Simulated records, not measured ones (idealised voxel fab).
process module | voxel ribs on slabs
cross-section cut | 175 nm wide | cells 5 nm
A cross-section is a grid of square cells, given in bands from the top down. A band is one or more rows of cells.
Each band's line starts with the height of the band's top and of its bottom, in nm. Then come its materials from left to right, each with its width in nm. One material with "throughout" fills the band from edge to edge. "air" is empty space.
Height 0 is the level under which the wafer as received is all one material. The lowest band goes on downwards, as in "0 down".
A width such as "30 to 40" changes by the same amount from each row of cells to the next, from the band's top row to its bottom row.
"no change" after a step means that no cell of the cross-section changed.
closed voids: empty space of 8 cells or more with no open way to the top, each as width x height at its distance from the left edge, in nm
after a step's settings: what the simulator itself notes on the step
overlay nm, on a step with a mask: how far to the right of its planned place the mask lay; to the left if negative
plan
1 op RECEIVE | material Si
2 op DIRECTIONAL_DEP | material SiO2 | thk nm 20
3 op DIRECTIONAL_DEP | material SiN | thk nm 5
4 op DIRECTIONAL_DEP | material aC | thk nm 10
5 op PATTERN | tone cover | mask id RIB | material resist | width nm 25 | thk nm 25 | overlay nm 0
6 op DIRECTIONAL_ETCH | etch materials aC | depth nm 10
7 op STRIP | etch materials resist
8 op DIRECTIONAL_ETCH | etch materials SiN | depth nm 5
9 op STRIP | etch materials aC
10 op MASKED_ETCH | tone cover | mask id SLAB | width nm 85 | etch materials SiN | depth nm 10 | overlay nm 0
11 op FILL_DEP | material SiO2 | thk nm 25
12 op CMP | height nm 50
13 op DIRECTIONAL_DEP | material W | thk nm 5
14 op DIRECTIONAL_DEP | material aC | thk nm 10
15 op PATTERN | tone cover | mask id HEATER | material resist | width nm 35 | thk nm 25 | overlay nm 0
16 op DIRECTIONAL_ETCH | etch materials aC | depth nm 10
17 op STRIP | etch materials resist
18 op DIRECTIONAL_ETCH | etch materials W | depth nm 5
19 op STRIP | etch materials aC
20 op CONFORMAL_DEP | material SiO2 | thk nm 5
varied across the wafers: thk nm of step 3. The plan shows the first wafer's value. All wafers start alike
first wafer as received, after step 1
  0 down: Si throughout
  closed voids: none
each wafer at the end: cells of each material gained (+) or lost (-) since it was received, then its closed voids
thk nm 5 | +5 SiN | +382 SiO2 | +7 W | closed voids: none
thk nm 10 | +22 SiN | +365 SiO2 | +7 W | closed voids: none
thk nm 15 | +39 SiN | +348 SiO2 | +7 W | closed voids: none
thk nm 20 | +74 SiN | +313 SiO2 | +7 W | closed voids: none
thk nm 25 | +109 SiN | +278 SiO2 | +7 W | closed voids: none
thk nm 30 | +144 SiN | +243 SiO2 | +7 W | closed voids: none
